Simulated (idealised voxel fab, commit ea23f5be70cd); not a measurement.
The following process module bears the name voxel gate over fins.
The cross-section shown here is cut; it is 190 nm wide and divided into square cells measuring 5 nm on a side.
Heads up, the way a cross-section reads in here is a grid of square cells, handed over as bands from the top down, with every band being one or more rows of cells. The entry gives the band's vertical extent as a top height and a bottom height in nm, then its horizontal make-up as materials from left to right, each with a width in nm. "empty" stands for empty space; a single material marked "all across" fills the band edge to edge. Measure heights from 0. That's the level where, below it, the as-received wafer is all one material. The lowest band is bottomless and extends downward; write it as in "0 and below". It should be noted that a width expressed as "30..40" varies in equal increments from row to row of cells within the band, taking the value of the first number at the top row and that of the second number at the bottom row. Any step labelled "everything unchanged" changed none of the cells in the cross-section. Basically, "Closed internal cavities" tells you about the enclosed voids: empty spaces with no open way to the top, 8 cells or bigger, each written width x height at distance, where distance is from the left edge, all in nm. Text after the settings on a step's line: the simulator's own remark on that step. Regarding "overlay nm": on a step with a mask, it is the distance the mask lay to the right of its planned place; a negative value places it to the left.

Process steps - plan
- 1: op RECEIVE | material Si
- 2: op CONFORMAL_DEP | material SiN | thk nm 10
- 3: op PATTERN | tone cover | mask id FINS | material resist | width nm 15 | pitch nm 50 | thk nm 20 | overlay nm 0
- 4: op DIRECTIONAL_ETCH | etch materials SiN | depth nm 10
- 5: op DIRECTIONAL_ETCH | etch materials Si | depth nm 30
- 6: op STRIP | etch materials resist
- 7: op FILL_DEP | material SiO2 | thk nm 5
- 8: op CMP | height nm 10
- 9: op PATTERN | tone open | mask id RAIL | material resist | width nm 15 | thk nm 15 | overlay nm 0
- 10: op DIRECTIONAL_ETCH | etch materials SiO2 | depth nm 35
- 11: op STRIP | etch materials resist
- 12: op CONFORMAL_DEP | material TiN | thk nm 5
- 13: op FILL_DEP | material Ru | thk nm 5
- 14: op CMP | height nm 10
- 15: op SELECTIVE_ETCH | etch materials W Ru TiN | depth nm 25
- 16: op FILL_DEP | material SiO2 | thk nm 5
- 17: op CMP | height nm 10
- 18: op SELECTIVE_ETCH | etch materials SiO2 | depth nm 20
- 19: op STRIP | etch materials SiN
- 20: op CONFORMAL_DEP | material HfO2 | thk nm 5
- 21: op CONFORMAL_DEP | material TiN | thk nm 5
- 22: op FILL_DEP | material W | thk nm 10
- 23: op CMP | height nm 15
- 24: op CONFORMAL_DEP | material SiCN | thk nm 10

Wafer at receipt (post step 1), cross-section
* 0 and below = Si all across
* Closed internal cavities: none

End-of-module cross-section. Starting structure and process plan as above; one mistake made in running it
* 25 down to 15 = SiCN all across
* 15 down to 10 = W all across
* 10 down to 5 = W (50)  TiN (35)  W (15)  TiN (35)  W (55)
* 5 down to 0 = W (50)  TiN (5)  HfO2 (25)  TiN (5)  W (15)  TiN (5)  HfO2 (25)  TiN (5)  W (55)
* 0 down to -5 = TiN (55)  HfO2 (5)  Si (15)  HfO2 (5)  TiN (25)  HfO2 (5)  Si (15)  HfO2 (5)  TiN (60)
* -5 down to -10 = HfO2 (60)  Si (15)  HfO2 (35)  Si (15)  HfO2 (65)
* -10 down to -15 = SiO2 (60)  Si (15)  SiO2 (35)  Si (15)  SiO2 (65)
* -15 down to -20 = SiO2 (60)  Si (15)  SiO2 (10)  TiN (5)  Ru (5)  TiN (5)  SiO2 (10)  Si (15)  SiO2 (65)
* -20 down to -25 = SiO2 (60)  Si (15)  SiO2 (10)  TiN (15)  SiO2 (10)  Si (15)  SiO2 (65)
* -25 down to -60 = SiO2 (60)  Si (15)  SiO2 (35)  Si (15)  SiO2 (65)
* -60 and below = Si all across
* Closed internal cavities: none
Error vs. plan: the plan's step 5 ran twice
